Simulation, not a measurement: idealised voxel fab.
A process module follows: voxel air gaps.
Shown is cross-section cut, with a width of 285 nm and square cells of size 5 nm.
Think of the cross-section as a grid of square cells. We describe it in bands, top to bottom, and each band covers one or more rows of those cells.
A band entry consists of two parts. The first gives the height of the band's top and the height of its bottom, in nm. The rest lists the band's materials from left to right, each with its width in nm. A single material labelled with the word "everywhere" fills the band from edge to edge, and the word "blank" marks empty space.
Height 0 is the level under which the wafer as received is all one material. The lowest band goes on downwards, as in "0 nm and below".
The width entry "30->40" should be interpreted row by row: the top row of cells in the band takes the first number, the bottom row takes the second number, and the change between adjacent rows is uniform throughout.
A step reported as "no change occurred" is a step in which no cell of the cross-section changed.
So "Enclosed voids" is basically the list of trapped voids: any empty space of 8 cells or more that can't reach the top through an opening. They're written width x height at distance, the distance being from the left edge, and it's all nm.
It should be noted that, on the line of a given step, the content following the step's settings is a remark produced by the simulator itself with respect to that step.
"overlay nm" denotes, for a step that has a mask, the displacement of the mask to the right of its planned place, with negative values corresponding to the left.

-- Below is the list of planned process steps
1,RECEIVE [material Si]
2,CONFORMAL_DEP [material SiO2] [thk nm 10]
3,CONFORMAL_DEP [material SiN] [thk nm 5]
4,DIRECTIONAL_DEP [material SiO2] [thk nm 40]
5,DIRECTIONAL_DEP [material aC] [thk nm 10]
6,PATTERN [tone open] [mask id LINES] [material resist] [width nm 25] [pitch nm 50] [thk nm 30] [overlay nm 0]
7,DIRECTIONAL_ETCH [etch materials aC] [depth nm 10]
8,STRIP [etch materials resist]
9,DIRECTIONAL_ETCH [etch materials SiO2] [depth nm 40]
10,STRIP [etch materials aC]
11,CONFORMAL_DEP [material TiN] [thk nm 5]
12,FILL_DEP [material W] [thk nm 10]
13,CMP [height nm 55]
14,EPI [material Ru] [thk nm 10]
15,SELECTIVE_ETCH [etch materials SiO2] [depth nm 50]
16,CONFORMAL_DEP [material SiN] [thk nm 5]

-- as received, after step 1
	0 nm and below = Si everywhere
	Enclosed voids: none

-- Cross-sectional image of the first of two wafers at the end of the module, the run having proceeded as planned
	70 nm to 65 nm = blank 65 | SiN 155 | blank 65
	65 nm to 55 nm = blank 65 | SiN 5 | Ru 45 | SiN 5 | Ru 45 | SiN 5 | Ru 45 | SiN 5 | blank 65
	55 nm to 50 nm = blank 65 | SiN 15 | TiN 5 | W 15 | TiN 5 | SiN 25 | TiN 5 | W 15 | TiN 5 | SiN 25 | TiN 5 | W 15 | TiN 5 | SiN 15 | blank 65
	50 nm to 20 nm = blank 75 | SiN 5 | TiN 5 | W 15 | TiN 5 | SiN 5 | blank 15 | SiN 5 | TiN 5 | W 15 | TiN 5 | SiN 5 | blank 15 | SiN 5 | TiN 5 | W 15 | TiN 5 | SiN 5 | blank 75
	20 nm to 15 nm = SiN 80 | TiN 25 | SiN 25 | TiN 25 | SiN 25 | TiN 25 | SiN 80
	15 nm to 10 nm = SiN everywhere
	10 nm to 0 nm = SiO2 everywhere
	0 nm and below = Si everywhere
	Enclosed voids: 15 x 30 at 110; 15 x 30 at 160

-- The second wafer, shown in cross-section after the module: started the same way as the first and given the same plan, yet one mistake crept into how it was run
	70 nm to 65 nm = blank 75 | SiN 155 | blank 55
	65 nm to 55 nm = blank 75 | SiN 5 | Ru 45 | SiN 5 | Ru 45 | SiN 5 | Ru 45 | SiN 5 | blank 55
	55 nm to 50 nm = blank 75 | SiN 15 | TiN 5 | W 15 | TiN 5 | SiN 25 | TiN 5 | W 15 | TiN 5 | SiN 25 | TiN 5 | W 15 | TiN 5 | SiN 15 | blank 55
	50 nm to 20 nm = blank 85 | SiN 5 | TiN 5 | W 15 | TiN 5 | SiN 5 | blank 15 | SiN 5 | TiN 5 | W 15 | TiN 5 | SiN 5 | blank 15 | SiN 5 | TiN 5 | W 15 | TiN 5 | SiN 5 | blank 65
	20 nm to 15 nm = SiN 90 | TiN 25 | SiN 25 | TiN 25 | SiN 25 | TiN 25 | SiN 70
	15 nm to 10 nm = SiN everywhere
	10 nm to 0 nm = SiO2 everywhere
	0 nm and below = Si everywhere
	Enclosed voids: 15 x 30 at 120; 15 x 30 at 170
Here's what went sideways: off-plan run, step 6, actual operation and settings PATTERN [tone open] [mask id LINES] [material resist] [width nm 25] [pitch nm 50] [thk nm 30] [overlay nm 10]
End check, second vs first wafer: material counts in cells match, positions do not.
